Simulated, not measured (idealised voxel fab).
process module | voxel capacitor over wiring
cross-section cut | 240 nm wide | cells 5 nm
A cross-section is a grid of square cells, given in bands from the top down. A band is one or more rows of cells.
Each band's line starts with the height of the band's top and of its bottom, in nm. Then come its materials from left to right, each with its width in nm. One material with "throughout" fills the band from edge to edge. "air" is empty space.
Height 0 is the level under which the wafer as received is all one material. The lowest band goes on downwards, as in "0 down".
A width such as "30 to 40" changes by the same amount from each row of cells to the next, from the band's top row to its bottom row.
"no change" after a step means that no cell of the cross-section changed.
closed voids: empty space of 8 cells or more with no open way to the top, each as width x height at its distance from the left edge, in nm
after a step's settings: what the simulator itself notes on the step
overlay nm, on a step with a mask: how far to the right of its planned place the mask lay; to the left if negative
plan
1 op RECEIVE | material Si
2 op CONFORMAL_DEP | material SiO2 | thk nm 10
3 op CONFORMAL_DEP | material SiCN | thk nm 5
4 op DIRECTIONAL_DEP | material SiO2 | thk nm 20
5 op DIRECTIONAL_DEP | material aC | thk nm 15
6 op PATTERN | tone open | mask id METAL_1 | material resist | width nm 30 | pitch nm 90 | thk nm 30 | overlay nm 0
7 op DIRECTIONAL_ETCH | etch materials aC | depth nm 15
8 op STRIP | etch materials resist
9 op DIRECTIONAL_ETCH | etch materials SiO2 | depth nm 20
10 op DIRECTIONAL_ETCH | etch materials SiCN | depth nm 5
11 op STRIP | etch materials aC
12 op CONFORMAL_DEP | material TiN | thk nm 5
13 op FILL_DEP | material Cu | thk nm 10
14 op CMP | height nm 35
15 op CONFORMAL_DEP | material SiCN | thk nm 5
16 op DIRECTIONAL_DEP | material lowk | thk nm 20
17 op DIRECTIONAL_DEP | material aC | thk nm 10
18 op PATTERN | tone open | mask id PLUG_1 | material resist | width nm 15 | thk nm 30 | overlay nm 0
19 op DIRECTIONAL_ETCH | etch materials aC | depth nm 10
20 op STRIP | etch materials resist
21 op DIRECTIONAL_ETCH | etch materials lowk | depth nm 20
22 op DIRECTIONAL_ETCH | etch materials SiCN | depth nm 5
23 op STRIP | etch materials aC
24 op EPI | material Ru | thk nm 10
25 op EPI | material Ru | thk nm 10
26 op EPI | material Ru | thk nm 5
27 op DIRECTIONAL_DEP | material TiN | thk nm 10
28 op DIRECTIONAL_DEP | material HfO2 | thk nm 5
29 op DIRECTIONAL_DEP | material TiN | thk nm 10
30 op PATTERN | tone cover | mask id UPPER_PLATE | material resist | width nm 65 | thk nm 20 | overlay nm 0
31 op DIRECTIONAL_ETCH | etch materials TiN | depth nm 10
32 op DIRECTIONAL_ETCH | etch materials HfO2 | depth nm 5
33 op STRIP | etch materials resist
34 op DIRECTIONAL_DEP | material aC | thk nm 10
35 op PATTERN | tone cover | mask id LOWER_PLATE | material resist | width nm 75 | thk nm 25 | overlay nm 0
36 op DIRECTIONAL_ETCH | etch materials aC | depth nm 10
37 op STRIP | etch materials resist
38 op DIRECTIONAL_ETCH | etch materials TiN | depth nm 10
39 op STRIP | etch materials aC
40 op FILL_DEP | material SiO2 | thk nm 20
41 op CMP | height nm 100
42 op DIRECTIONAL_DEP | material aC | thk nm 10
43 op PATTERN | tone open | mask id PLUG_2 | material resist | width nm 15 | thk nm 25 | overlay nm 0
44 op DIRECTIONAL_ETCH | etch materials aC | depth nm 10
45 op STRIP | etch materials resist
46 op DIRECTIONAL_ETCH | etch materials SiO2 | depth nm 15
47 op STRIP | etch materials aC
48 op CONFORMAL_DEP | material TiN | thk nm 5
49 op FILL_DEP | material Cu | thk nm 5
50 op CMP | height nm 100
51 op CONFORMAL_DEP | material SiCN | thk nm 5
as received, after step 1
  0 down: Si throughout
  closed voids: none
a wafer at the end: this start, this plan, one mistake
  105 to 100: SiCN throughout
  100 to 90: SiO2 85 | TiN 5 | Cu 5 | TiN 5 | SiO2 140
  90 to 85: SiO2 85 | TiN 15 | SiO2 140
  85 to 80: SiO2 throughout
  80 to 70: SiO2 75 | TiN 65 | SiO2 100
  70 to 65: SiO2 75 | HfO2 65 | SiO2 100
  65 to 55: SiO2 70 | TiN 75 | SiO2 95
  55 to 35: lowk 75 | Ru 15 | lowk 150
  35 to 30: SiCN 75 | Ru 15 | SiCN 150
  30 to 15: SiO2 60 | TiN 5 | Cu 20 | TiN 5 | SiO2 60 | TiN 5 | Cu 20 | TiN 5 | SiO2 60
  15 to 10: SiCN 60 | TiN 30 | SiCN 60 | TiN 30 | SiCN 60
  10 to 0: SiO2 throughout
  0 down: Si throughout
  closed voids: none
what went wrong: step 14 ran as: op CMP | height nm 30
